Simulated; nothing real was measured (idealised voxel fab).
The following is a process module called voxel released beams.
Section shown: cut. Width: 230 nm. Cell size: 5 nm, square.
A cross-section in this document is a grid of square cells, and it is written down as bands, the top band listed before the ones below it; a band is made up of one or more rows of cells.
For a band, the entry starts with two heights in nm, that of the top and then that of the bottom, and carries on with the band's materials in order from left to right, each alongside its width in nm; the word "everywhere" beside a single material means it fills the band edge to edge, and "air" means empty space.
Height is counted from the level 0, under which the received wafer is composed throughout of one material. The lowest of the bands is not closed at the bottom but continues downward, in the notation "from 0 down".
Width: "30 to 40" (first number = top row, second number = bottom row, same change from row to row of cells).
"all unchanged" after a step means that no cell of the cross-section changed.
Each empty space that has no open way to the top and spans at least 8 cells appears under "Entrapped voids" as width x height at distance, the distance counted from the left edge, all in nm.
Anything after a step's settings on that line? It's the simulator's own note about the step.
overlay nm: mask right of planned place by this much (step with mask). Neg. = left.
### Here's what the planned process steps look like
1: op RECEIVE | material Si
2: op CONFORMAL_DEP | material SiN | thk nm 10
3: op DIRECTIONAL_DEP | material SiO2 | thk nm 20
4: op PATTERN | tone open | mask id ANCHOR | material resist | width nm 25 | thk nm 15 | overlay nm 0
5: op DIRECTIONAL_ETCH | etch materials SiO2 | depth nm 20
6: op STRIP | etch materials resist
7: op CONFORMAL_DEP | material polySi | thk nm 10
8: op PATTERN | tone cover | mask id BEAM | material resist | width nm 90 | thk nm 20 | overlay nm 0
9: op DIRECTIONAL_ETCH | etch materials polySi | depth nm 10
10: op STRIP | etch materials resist
11: op STRIP | etch materials SiO2
### So this is the incoming wafer in cross-section - it's already been through step 1
- from 0 down = Si everywhere
- Entrapped voids: none
### Cross-sectional result after module completion. Note: starting condition and plan are unchanged from above; one processing mistake was made
- from 40 to 30 = air: 65, polySi: 15, air: 5, polySi: 75, air: 70
- from 30 to 20 = air: 70, polySi: 10, air: 5, polySi: 10, air: 135
- from 20 to 10 = air: 70, polySi: 25, air: 135
- from 10 to 0 = SiN everywhere
- from 0 down = Si everywhere
- Entrapped voids: none
In executing the process, a mistake was made relative to the plan: step 8 did not use the planned setting and instead ran as op PATTERN | tone cover | mask id BEAM | material resist | width nm 95 | thk nm 20 | overlay nm 0
